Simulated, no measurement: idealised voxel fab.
process module | voxel lift off
cross-section cut | 195 nm wide | cells 5 nm
A cross-section is a grid of square cells, given in bands from the top down. A band is one or more rows of cells.
Each band's line starts with the height of the band's top and of its bottom, in nm. Then come its materials from left to right, each with its width in nm. One material with "throughout" fills the band from edge to edge. "air" is empty space.
Height 0 is the level under which the wafer as received is all one material. The lowest band goes on downwards, as in "0 down".
A width such as "30 to 40" changes by the same amount from each row of cells to the next, from the band's top row to its bottom row.
"no change" after a step means that no cell of the cross-section changed.
closed voids: empty space of 8 cells or more with no open way to the top, each as width x height at its distance from the left edge, in nm
after a step's settings: what the simulator itself notes on the step
overlay nm, on a step with a mask: how far to the right of its planned place the mask lay; to the left if negative
plan
1 op RECEIVE | material Si
2 op CONFORMAL_DEP | material Al2O3 | thk nm 15
3 op PATTERN | tone open | mask id LINES | material resist | width nm 15 | pitch nm 45 | thk nm 30 | overlay nm 0
4 op DIRECTIONAL_DEP | material Ru | thk nm 15
5 op STRIP | etch materials resist
6 op CONFORMAL_DEP | material SiN | thk nm 5
varied across the wafers: thk nm of step 6. The plan shows the first wafer's value. All wafers start alike
first wafer as received, after step 1
  0 down: Si throughout
  closed voids: none
first wafer at the end, after step 6
  35 to 30: air 15 | SiN 25 | air 20 | SiN 25 | air 20 | SiN 25 | air 20 | SiN 25 | air 20
  30 to 20: air 15 | SiN 5 | Ru 15 | SiN 5 | air 20 | SiN 5 | Ru 15 | SiN 5 | air 20 | SiN 5 | Ru 15 | SiN 5 | air 20 | SiN 5 | Ru 15 | SiN 5 | air 20
  20 to 15: SiN 20 | Ru 15 | SiN 30 | Ru 15 | SiN 30 | Ru 15 | SiN 30 | Ru 15 | SiN 25
  15 to 0: Al2O3 throughout
  0 down: Si throughout
  closed voids: none
last wafer at the end
  50 to 35: SiN 190 | air 5
  35 to 30: SiN throughout
  30 to 15: SiN 20 | Ru 15 | SiN 30 | Ru 15 | SiN 30 | Ru 15 | SiN 30 | Ru 15 | SiN 25
  15 to 0: Al2O3 throughout
  0 down: Si throughout
  closed voids: none
each wafer at the end: cells of each material gained (+) or lost (-) since it was received, then its closed voids
thk nm 5 | +117 Al2O3 | +36 Ru | +63 SiN | closed voids: none
thk nm 10 | +117 Al2O3 | +36 Ru | +126 SiN | closed voids: none
thk nm 15 | +117 Al2O3 | +36 Ru | +189 SiN | closed voids: none
thk nm 20 | +117 Al2O3 | +36 Ru | +234 SiN | closed voids: none
